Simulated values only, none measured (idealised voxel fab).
Process module heading - voxel ribs on slabs
We display cut, a cross-section 245 nm in width whose square cells are each 5 nm.
Cross-section format: a grid of square cells, given as bands from top to bottom; each band is one or more rows of cells.
Heights first: top, then bottom, in nm. Then materials, left to right, each with a width in nm. "throughout" on a single material: fills the band edge to edge. "empty": empty space.
Height 0 is the level under which the wafer as received is all one material. The lowest band goes on downwards, as in "top 0, no bottom".
It should be noted that a width expressed as "30 to 40" varies in equal increments from row to row of cells within the band, taking the value of the first number at the top row and that of the second number at the bottom row.
Step marked "nothing different"? Then no cell in the cross-section changed in it.
Voids, enclosed: empty space of 8 cells or more with no open way to the top, each as width x height at its distance from the left edge, in nm
Read whatever lies past the settings on a step's line as the simulator's own remark about the step.
overlay nm: right-of-plan distance of the mask on a masked step; negative values mean left-of-plan.
PROCESS STEPS (PLANNED)
| 1 | RECEIVE,material Si |
| 2 | DIRECTIONAL_DEP,material SiO2,thk nm 20 |
| 3 | DIRECTIONAL_DEP,material SiN,thk nm 20 |
| 4 | MASKED_ETCH,tone cover,mask id RIB,width nm 15,etch materials SiN,depth nm 10,overlay nm 0 |
| 5 | MASKED_ETCH,tone cover,mask id SLAB,width nm 45,etch materials SiN,depth nm 10,overlay nm 0 |
| 6 | FILL_DEP,material SiO2,thk nm 25 |
| 7 | CMP,height nm 55 |
| 8 | DIRECTIONAL_DEP,material W,thk nm 10 |
| 9 | DIRECTIONAL_DEP,material aC,thk nm 15 |
| 10 | PATTERN,tone cover,mask id HEATER,material resist,width nm 25,thk nm 30,overlay nm 0 |
| 11 | DIRECTIONAL_ETCH,etch materials aC,depth nm 15 |
| 12 | STRIP,etch materials resist |
| 13 | DIRECTIONAL_ETCH,etch materials W,depth nm 10 |
| 14 | STRIP,etch materials aC |
| 15 | CONFORMAL_DEP,material SiO2,thk nm 5 |
SO THIS IS THE INCOMING WAFER IN CROSS-SECTION - IT'S ALREADY BEEN THROUGH STEP 1
    top 0, no bottom: Si throughout
    Voids, enclosed: none
STARTING WAFER: ABOVE. PLAN: ABOVE. RUN: ONE MISTAKE. CROSS-SECTION AFTER THE MODULE: BELOW
    top 70, bottom 65: 105 nm empty, then 35 nm SiO2, then 105 nm empty
    top 65, bottom 60: 105 nm empty, then 5 nm SiO2, then 25 nm W, then 5 nm SiO2, then 105 nm empty
    top 60, bottom 55: 110 nm SiO2, then 25 nm W, then 110 nm SiO2
    top 55, bottom 40: SiO2 throughout
    top 40, bottom 30: 110 nm SiO2, then 15 nm SiN, then 120 nm SiO2
    top 30, bottom 20: 100 nm SiO2, then 45 nm SiN, then 100 nm SiO2
    top 20, bottom 0: SiO2 throughout
    top 0, no bottom: Si throughout
    Voids, enclosed: none
Want to know what went wrong? in deviation from the planned setting, step 4 was conducted as MASKED_ETCH,tone cover,mask id RIB,width nm 15,etch materials SiN,depth nm 10,overlay nm -5
